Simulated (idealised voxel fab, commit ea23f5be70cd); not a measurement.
process module | voxel ribs on slabs
cross-section cut | 165 nm wide | cells 5 nm
A cross-section is a grid of square cells, given in bands from the top down. A band is one or more rows of cells.
Each band's line starts with the height of the band's top and of its bottom, in nm. Then come its materials from left to right, each with its width in nm. One material with "throughout" fills the band from edge to edge. "air" is empty space.
Height 0 is the level under which the wafer as received is all one material. The lowest band goes on downwards, as in "0 down".
A width such as "30 to 40" changes by the same amount from each row of cells to the next, from the band's top row to its bottom row.
"no change" after a step means that no cell of the cross-section changed.
closed voids: empty space of 8 cells or more with no open way to the top, each as width x height at its distance from the left edge, in nm
after a step's settings: what the simulator itself notes on the step
overlay nm, on a step with a mask: how far to the right of its planned place the mask lay; to the left if negative
plan
1 op RECEIVE | material Si
2 op DIRECTIONAL_DEP | material SiO2 | thk nm 30
3 op DIRECTIONAL_DEP | material polySi | thk nm 20
4 op MASKED_ETCH | tone cover | mask id RIB | width nm 30 | etch materials polySi | depth nm 15 | overlay nm 0
5 op MASKED_ETCH | tone cover | mask id SLAB | width nm 70 | etch materials polySi | depth nm 5 | overlay nm 0
6 op FILL_DEP | material SiO2 | thk nm 20
7 op CMP | height nm 60
8 op DIRECTIONAL_DEP | material W | thk nm 5
9 op PATTERN | tone cover | mask id HEATER | material resist | width nm 40 | thk nm 20 | overlay nm 0
10 op DIRECTIONAL_ETCH | etch materials W | depth nm 5
11 op STRIP | etch materials resist
12 op CONFORMAL_DEP | material SiO2 | thk nm 5
as received, after step 1
  0 down: Si throughout
  closed voids: none
a wafer at the end: this start, this plan, one mistake
  65 to 60: air 60 | W 40 | air 65
  60 to 50: SiO2 throughout
  50 to 35: SiO2 65 | polySi 30 | SiO2 70
  35 to 30: SiO2 45 | polySi 70 | SiO2 50
  30 to 0: SiO2 throughout
  0 down: Si throughout
  closed voids: none
what went wrong: step 12 was left out
